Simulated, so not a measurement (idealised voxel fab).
The document below concerns the process module designated voxel tone inversion.
In the cross-section labelled cut, the width is 220 nm and each square cell is 5 nm.
Square cells in a grid make up a cross-section in this document, and the grid is given as bands, listed from the top down, each one or more rows of cells. It is stipulated that each band's entry specify, in nanometres, the height of the top of the band and then that of its bottom, followed by the materials of the band in left-to-right sequence, each together with its width in nanometres. A single material marked by the word "everywhere" is understood to fill the band from edge to edge; the word "air" is understood to denote empty space. Heads up on the height convention: 0 is the point under which the incoming wafer is all one material, and the lowest band has no bottom, it just keeps going down, like "z 0 and below". Per-row width for "30->40": begins at first number (top row of band), ends at second number (bottom row), increment between rows held constant. Reading "same as before" for a step: not a cell of the cross-section changed in it. For the entry "Listed closed voids", the listed items are empty spaces with no open way to the top whose size is 8 cells or more; each item follows the pattern width x height at distance, where distance is from the left edge and all three are in nm. Read whatever lies past the settings on a step's line as the simulator's own remark about the step. Each step line may optionally specify "overlay nm", which for a step with a mask gives the rightward distance between the mask's planned place and where it lay, a negative value indicating the leftward direction.
## Listed below are the process steps as planned
| 1 | RECEIVE (material Si) |
| 2 | CONFORMAL_DEP (material SiN; thk nm 5) |
| 3 | DIRECTIONAL_DEP (material polySi; thk nm 25) |
| 4 | PATTERN (tone cover; mask id POSTS; material resist; width nm 25; pitch nm 45; thk nm 30; overlay nm 0) |
| 5 | DIRECTIONAL_ETCH (etch materials polySi; depth nm 25) |
| 6 | STRIP (etch materials resist) |
| 7 | FILL_DEP (material SiO2; thk nm 10) |
| 8 | CMP (height nm 30) |
| 9 | STRIP (etch materials polySi) |
| 10 | CONFORMAL_DEP (material TiN; thk nm 5) |
| 11 | FILL_DEP (material W; thk nm 5) |
| 12 | CMP (height nm 30) |
| 13 | CONFORMAL_DEP (material SiCN; thk nm 5) |
## Cross-section of the wafer upon arrival, representing the state reached after step 1
* z 0 and below | Si everywhere
* Listed closed voids: none
## Here's the wafer cut in cross-section after the module, started and planned just like above, except one thing was done wrong in the run
* z 35 to 30 | SiCN everywhere
* z 30 to 25 | SiO2 everywhere
* z 25 to 0 | SiO2 30 nm, then polySi 25 nm, then SiO2 20 nm, then polySi 25 nm, then SiO2 20 nm, then polySi 25 nm, then SiO2 20 nm, then polySi 25 nm, then SiO2 30 nm
* z 0 and below | Si everywhere
* Listed closed voids: none
Here's what went sideways: the plan's step 2 was left out and never carried out
